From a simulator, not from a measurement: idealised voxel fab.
process module | voxel spacer lines
cross-section cut | 240 nm wide | cells 5 nm
A cross-section is a grid of square cells, given in bands from the top down. A band is one or more rows of cells.
Each band's line starts with the height of the band's top and of its bottom, in nm. Then come its materials from left to right, each with its width in nm. One material with "throughout" fills the band from edge to edge. "air" is empty space.
Height 0 is the level under which the wafer as received is all one material. The lowest band goes on downwards, as in "0 down".
A width such as "30 to 40" changes by the same amount from each row of cells to the next, from the band's top row to its bottom row.
"no change" after a step means that no cell of the cross-section changed.
closed voids: empty space of 8 cells or more with no open way to the top, each as width x height at its distance from the left edge, in nm
after a step's settings: what the simulator itself notes on the step
overlay nm, on a step with a mask: how far to the right of its planned place the mask lay; to the left if negative
plan
1 op RECEIVE | material Si
2 op CONFORMAL_DEP | material Al2O3 | thk nm 5
3 op DIRECTIONAL_DEP | material SiN | thk nm 15
4 op DIRECTIONAL_DEP | material aC | thk nm 30
5 op PATTERN | tone cover | mask id MANDREL | material resist | width nm 15 | pitch nm 60 | thk nm 40 | overlay nm 0
6 op DIRECTIONAL_ETCH | etch materials aC | depth nm 30
7 op STRIP | etch materials resist
8 op CONFORMAL_DEP | material SiO2 | thk nm 15
9 op DIRECTIONAL_ETCH | etch materials SiO2 | depth nm 15
10 op STRIP | etch materials aC
11 op DIRECTIONAL_ETCH | etch materials SiN | depth nm 15
12 op STRIP | etch materials SiO2
first wafer, as planned
as received, after step 1
  0 down: Si throughout
  closed voids: none
after step 2
  5 to 0: Al2O3 throughout
  below 0: unchanged
after step 3
  20 to 5: SiN throughout
  below 5: unchanged
after step 4
  50 to 20: aC throughout
  below 20: unchanged
after step 5
  90 to 50: air 50 | resist 15 | air 45 | resist 15 | air 45 | resist 15 | air 55
  below 50: unchanged
after step 6
  60 to 50: air 50 | resist 15 | air 45 | resist 15 | air 45 | resist 15 | air 55
  50 to 20: air 50 | aC 15 | air 45 | aC 15 | air 45 | aC 15 | air 55
  below 20: unchanged
after step 7
  50 to 20: air 50 | aC 15 | air 45 | aC 15 | air 45 | aC 15 | air 55
  below 20: unchanged
after step 8
  65 to 50: air 35 | SiO2 45 | air 15 | SiO2 45 | air 15 | SiO2 45 | air 40
  50 to 35: air 35 | SiO2 15 | aC 15 | SiO2 15 | air 15 | SiO2 15 | aC 15 | SiO2 15 | air 15 | SiO2 15 | aC 15 | SiO2 15 | air 40
  35 to 20: SiO2 50 | aC 15 | SiO2 45 | aC 15 | SiO2 45 | aC 15 | SiO2 55
  below 20: unchanged
after step 9
  50 to 20: air 35 | SiO2 15 | aC 15 | SiO2 15 | air 15 | SiO2 15 | aC 15 | SiO2 15 | air 15 | SiO2 15 | aC 15 | SiO2 15 | air 40
  below 20: unchanged
after step 10
  50 to 20: air 35 | SiO2 15 | air 15 | SiO2 15 | air 15 | SiO2 15 | air 15 | SiO2 15 | air 15 | SiO2 15 | air 15 | SiO2 15 | air 40
  below 20: unchanged
after step 11
  50 to 20: air 35 | SiO2 15 | air 15 | SiO2 15 | air 15 | SiO2 15 | air 15 | SiO2 15 | air 15 | SiO2 15 | air 15 | SiO2 15 | air 40
  20 to 5: air 35 | SiN 15 | air 15 | SiN 15 | air 15 | SiN 15 | air 15 | SiN 15 | air 15 | SiN 15 | air 15 | SiN 15 | air 40
  below 5: unchanged
after step 12
  20 to 5: air 35 | SiN 15 | air 15 | SiN 15 | air 15 | SiN 15 | air 15 | SiN 15 | air 15 | SiN 15 | air 15 | SiN 15 | air 40
  below 5: unchanged
second wafer: like start, like plan, one mistake. Through step 1 it matches the first wafer
when step 2 should have ended: no change
when step 3 should have ended
  15 to 0: SiN throughout
  below 0: unchanged
when step 4 should have ended
  45 to 15: aC throughout
  below 15: unchanged
when step 5 should have ended
  85 to 45: air 50 | resist 15 | air 45 | resist 15 | air 45 | resist 15 | air 55
  below 45: unchanged
when step 6 should have ended
  55 to 45: air 50 | resist 15 | air 45 | resist 15 | air 45 | resist 15 | air 55
  45 to 15: air 50 | aC 15 | air 45 | aC 15 | air 45 | aC 15 | air 55
  below 15: unchanged
when step 7 should have ended
  45 to 15: air 50 | aC 15 | air 45 | aC 15 | air 45 | aC 15 | air 55
  below 15: unchanged
when step 8 should have ended
  60 to 45: air 35 | SiO2 45 | air 15 | SiO2 45 | air 15 | SiO2 45 | air 40
  45 to 30: air 35 | SiO2 15 | aC 15 | SiO2 15 | air 15 | SiO2 15 | aC 15 | SiO2 15 | air 15 | SiO2 15 | aC 15 | SiO2 15 | air 40
  30 to 15: SiO2 50 | aC 15 | SiO2 45 | aC 15 | SiO2 45 | aC 15 | SiO2 55
  below 15: unchanged
when step 9 should have ended
  45 to 15: air 35 | SiO2 15 | aC 15 | SiO2 15 | air 15 | SiO2 15 | aC 15 | SiO2 15 | air 15 | SiO2 15 | aC 15 | SiO2 15 | air 40
  below 15: unchanged
when step 10 should have ended
  45 to 15: air 35 | SiO2 15 | air 15 | SiO2 15 | air 15 | SiO2 15 | air 15 | SiO2 15 | air 15 | SiO2 15 | air 15 | SiO2 15 | air 40
  below 15: unchanged
when step 11 should have ended
  45 to 15: air 35 | SiO2 15 | air 15 | SiO2 15 | air 15 | SiO2 15 | air 15 | SiO2 15 | air 15 | SiO2 15 | air 15 | SiO2 15 | air 40
  15 to 0: air 35 | SiN 15 | air 15 | SiN 15 | air 15 | SiN 15 | air 15 | SiN 15 | air 15 | SiN 15 | air 15 | SiN 15 | air 40
  below 0: unchanged
when step 12 should have ended
  15 to 0: air 35 | SiN 15 | air 15 | SiN 15 | air 15 | SiN 15 | air 15 | SiN 15 | air 15 | SiN 15 | air 15 | SiN 15 | air 40
  below 0: unchanged
what went wrong: step 2 was left out
at the end the second wafer has, in cells: 48 fewer of Al2O3
